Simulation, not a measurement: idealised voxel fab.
process module | voxel ribs on slabs
cross-section cut | 285 nm wide | cells 5 nm
A cross-section is a grid of square cells, given in bands from the top down. A band is one or more rows of cells.
Each band's line starts with the height of the band's top and of its bottom, in nm. Then come its materials from left to right, each with its width in nm. One material with "throughout" fills the band from edge to edge. "air" is empty space.
Height 0 is the level under which the wafer as received is all one material. The lowest band goes on downwards, as in "0 down".
A width such as "30 to 40" changes by the same amount from each row of cells to the next, from the band's top row to its bottom row.
"no change" after a step means that no cell of the cross-section changed.
closed voids: empty space of 8 cells or more with no open way to the top, each as width x height at its distance from the left edge, in nm
after a step's settings: what the simulator itself notes on the step
overlay nm, on a step with a mask: how far to the right of its planned place the mask lay; to the left if negative
plan
1 op RECEIVE | material Si
2 op DIRECTIONAL_DEP | material SiO2 | thk nm 20
3 op DIRECTIONAL_DEP | material polySi | thk nm 15
4 op MASKED_ETCH | tone cover | mask id RIB | width nm 20 | etch materials polySi | depth nm 5 | overlay nm 0
5 op DIRECTIONAL_DEP | material aC | thk nm 10
6 op PATTERN | tone cover | mask id SLAB | material resist | width nm 50 | thk nm 25 | overlay nm 0
7 op DIRECTIONAL_ETCH | etch materials aC | depth nm 10
8 op STRIP | etch materials resist
9 op DIRECTIONAL_ETCH | etch materials polySi | depth nm 10
10 op STRIP | etch materials aC
11 op FILL_DEP | material SiO2 | thk nm 20
12 op CMP | height nm 45
13 op DIRECTIONAL_DEP | material TiN | thk nm 5
14 op PATTERN | tone cover | mask id HEATER | material resist | width nm 30 | thk nm 20 | overlay nm 0
15 op DIRECTIONAL_ETCH | etch materials TiN | depth nm 5
16 op STRIP | etch materials resist
17 op CONFORMAL_DEP | material SiO2 | thk nm 10
as received, after step 1
  0 down: Si throughout
  closed voids: none
first wafer at the end, as planned
  60 to 55: air 115 | SiO2 50 | air 120
  55 to 50: SiO2 throughout
  50 to 45: SiO2 125 | TiN 30 | SiO2 130
  45 to 35: SiO2 throughout
  35 to 30: SiO2 130 | polySi 20 | SiO2 135
  30 to 20: SiO2 115 | polySi 50 | SiO2 120
  20 to 0: SiO2 throughout
  0 down: Si throughout
  closed voids: none
second wafer at the end: like start, like plan, one mistake
  60 to 55: air 115 | SiO2 50 | air 120
  55 to 50: SiO2 throughout
  50 to 45: SiO2 125 | TiN 30 | SiO2 130
  45 to 15: SiO2 throughout
  15 to 0: polySi throughout
  0 down: Si throughout
  closed voids: none
what went wrong: steps 2 and 3 were swapped
at the end the second wafer has, in cells: 147 fewer of SiO2 | 147 more of polySi
